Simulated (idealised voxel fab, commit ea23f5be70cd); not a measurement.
The process module that follows is named voxel spacer lines.
Section shown: cut. Width: 210 nm. Cell size: 5 nm, square.
Throughout this document, each cross-section is represented as a grid of square cells and is presented as a sequence of bands enumerated from the top downward, where a band comprises one or more rows of cells. The band entry comprises the height of the band's top followed by the height of its bottom, expressed in nm, and subsequently the band's materials from left to right, each stated together with its width in nm. Where a single material is marked with the word "edge to edge", that material fills the band from edge to edge. The word "blank" represents empty space. Heights from 0 (as-received wafer is one material below). Bottom band endless downward, as "0 down". When a width is written as two numbers, as in "30->40", the first number is the width in the top row of cells of the band and the second is the width in its bottom row, and the width changes by the same amount from each row to the next. Given "same as before" for a step, no cell of the cross-section differs between before and after that step. Reported under the label "Closed void inventory" are the empty spaces having no open way to the top and comprising 8 cells or more; the notation for each is width x height at distance, in which the distance is measured from the left edge and all three values are in nm. What comes after the settings on a step's line is commentary from the simulator itself on that step. For masked steps, "overlay nm" on the step line gives how far right of plan the mask actually lay; a minus sign means it lay to the left.

Process steps - plan:
1: RECEIVE: material Si
2: CONFORMAL_DEP: material Al2O3, thk nm 10
3: DIRECTIONAL_DEP: material W, thk nm 10
4: DIRECTIONAL_DEP: material aC, thk nm 20
5: PATTERN: tone cover, mask id MANDREL, material resist, width nm 15, pitch nm 50, thk nm 25, overlay nm 0
6: DIRECTIONAL_ETCH: etch materials aC, depth nm 20
7: STRIP: etch materials resist
8: CONFORMAL_DEP: material SiO2, thk nm 10
9: DIRECTIONAL_ETCH: etch materials SiO2, depth nm 10
10: STRIP: etch materials aC
11: DIRECTIONAL_ETCH: etch materials W, depth nm 10
12: STRIP: etch materials SiO2
Wafers differ in width nm at step 5; plan lists the first wafer's value; identical starting state.

Sectional view: first of several wafers, as received, after step 1:
0 down = Si edge to edge
Closed void inventory: none

Quick look at the cross-section of the first of several wafers after step 12, which wraps up the module:
20 to 10 = blank=60 | W=10 | blank=15 | W=10 | blank=15 | W=10 | blank=15 | W=10 | blank=65
10 to 0 = Al2O3 edge to edge
0 down = Si edge to edge
Closed void inventory: none

Cross-sectional depiction of the last of several wafers upon completion of the module:
20 to 10 = blank=55 | W=10 | blank=30 | W=20 | blank=30 | W=10 | blank=55
10 to 0 = Al2O3 edge to edge
0 down = Si edge to edge
Closed void inventory: none

The table below has one row for each wafer; a row shows, as of the end of the module, how many cells of each material the wafer has gained, marked (+), or lost, marked (-), since it was received, and then the wafer's closed voids:
width nm 15 | +84 Al2O3 | +16 W | Closed void inventory: none
width nm 20 | +84 Al2O3 | +16 W | Closed void inventory: none
width nm 25 | +84 Al2O3 | +16 W | Closed void inventory: none
width nm 30 | +84 Al2O3 | +16 W | Closed void inventory: none
